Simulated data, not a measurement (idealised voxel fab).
process module | voxel self aligned vias
Cross-sectional view cut (width: 245 nm; square cell size: 5 nm).
Cross-section format: a grid of square cells, given as bands from top to bottom; each band is one or more rows of cells. Within each band entry, the heights of the top and of the bottom of the band appear first, in that order and in nm; the materials of the band then follow from left to right, each with its corresponding width in nm. The designation "throughout" on a single material indicates that it fills the band from edge to edge; the designation "empty" indicates empty space. Heights are expressed relative to 0, this being the level below which the as-received wafer comprises one material exclusively. The lowest band is unbounded in the downward direction and is denoted as in "0 -> down". You'd read "30 to 40" like this: the band's top row of cells is as wide as the first number, its bottom row is as wide as the second, and going down, every row changes width by the same amount as the row before did. "remained unchanged" -> step changed no cross-section cell. What "Encapsulated voids" gives you is every empty space of 8 cells or more that is cut off from the top. Each appears as width x height at distance, with the distance taken from the left edge and width, height and distance all in nm. That trailing text on a step's line, after the settings, is the simulator's own remark on the step. Steps that use a mask can have "overlay nm" on their line. It says how far the mask sat to the right of where it was meant to be. Negative means to the left.

Intended process steps
- 1: op RECEIVE | material Si
- 2: op CONFORMAL_DEP | material SiO2 | thk nm 10
- 3: op CONFORMAL_DEP | material SiCN | thk nm 5
- 4: op DIRECTIONAL_DEP | material SiO2 | thk nm 30
- 5: op PATTERN | tone open | mask id LINES | material resist | width nm 30 | pitch nm 70 | thk nm 15 | overlay nm 0
- 6: op DIRECTIONAL_ETCH | etch materials SiO2 | depth nm 30
- 7: op STRIP | etch materials resist
- 8: op CONFORMAL_DEP | material TiN | thk nm 5
- 9: op FILL_DEP | material Ru | thk nm 5
- 10: op CMP | height nm 45
- 11: op SELECTIVE_ETCH | etch materials W Ru TiN | depth nm 5
- 12: op FILL_DEP | material SiN | thk nm 5
- 13: op CMP | height nm 45
- 14: op DIRECTIONAL_DEP | material SiO2 | thk nm 20
- 15: op DIRECTIONAL_DEP | material aC | thk nm 15
- 16: op PATTERN | tone open | mask id VIAS | material resist | width nm 50 | pitch nm 140 | thk nm 35 | overlay nm 0
- 17: op DIRECTIONAL_ETCH | etch materials aC | depth nm 15
- 18: op STRIP | etch materials resist
- 19: op DIRECTIONAL_ETCH | etch materials SiO2 | depth nm 20
- 20: op DIRECTIONAL_ETCH | etch materials SiN | depth nm 5
- 21: op STRIP | etch materials aC
- 22: op CONFORMAL_DEP | material TiN | thk nm 5
- 23: op FILL_DEP | material W | thk nm 5
- 24: op CMP | height nm 65
- 25: op CONFORMAL_DEP | material SiN | thk nm 5

Wafer at receipt (post step 1), cross-section
- 0 -> down: Si throughout
- Encapsulated voids: none

Module complete - cross-section of the first of two wafers, run according to plan
- 70 -> 65: SiN throughout
- 65 -> 50: SiO2 25 / TiN 5 / W 40 / TiN 5 / SiO2 90 / TiN 5 / W 40 / TiN 5 / SiO2 30
- 50 -> 45: SiO2 25 / TiN 15 / W 20 / TiN 15 / SiO2 90 / TiN 15 / W 20 / TiN 15 / SiO2 30
- 45 -> 40: SiO2 35 / TiN 30 / SiO2 40 / SiN 30 / SiO2 40 / TiN 30 / SiO2 40
- 40 -> 20: SiO2 35 / TiN 5 / Ru 20 / TiN 5 / SiO2 40 / TiN 5 / Ru 20 / TiN 5 / SiO2 40 / TiN 5 / Ru 20 / TiN 5 / SiO2 40
- 20 -> 15: SiO2 35 / TiN 30 / SiO2 40 / TiN 30 / SiO2 40 / TiN 30 / SiO2 40
- 15 -> 10: SiCN throughout
- 10 -> 0: SiO2 throughout
- 0 -> down: Si throughout
- Encapsulated voids: none

End of module, second wafer, cross-section. Started like the first, planned like the first, run with one mistake
- 70 -> 65: SiN throughout
- 65 -> 50: SiO2 25 / TiN 5 / W 40 / TiN 5 / SiO2 90 / TiN 5 / W 40 / TiN 5 / SiO2 30
- 50 -> 45: SiO2 25 / TiN 15 / W 20 / TiN 15 / SiO2 90 / TiN 15 / W 20 / TiN 15 / SiO2 30
- 45 -> 40: SiO2 35 / TiN 30 / SiO2 40 / SiN 30 / SiO2 40 / TiN 30 / SiO2 40
- 40 -> 20: SiO2 35 / TiN 5 / Ru 20 / TiN 5 / SiO2 40 / TiN 5 / Ru 20 / TiN 5 / SiO2 40 / TiN 5 / Ru 20 / TiN 5 / SiO2 40
- 20 -> 15: SiO2 35 / TiN 30 / SiO2 40 / TiN 30 / SiO2 40 / TiN 30 / SiO2 40
- 15 -> 10: SiCN throughout
- 10 -> 0: W throughout
- 0 -> down: Si throughout
- Encapsulated voids: none
Processing error: heads up, step 2 didn't go per plan, it actually ran as op CONFORMAL_DEP | material W | thk nm 10
The final cell counts differ between the wafers, with the second having more or fewer of some materials than the first: SiO2: 98 fewer | W: 98 more
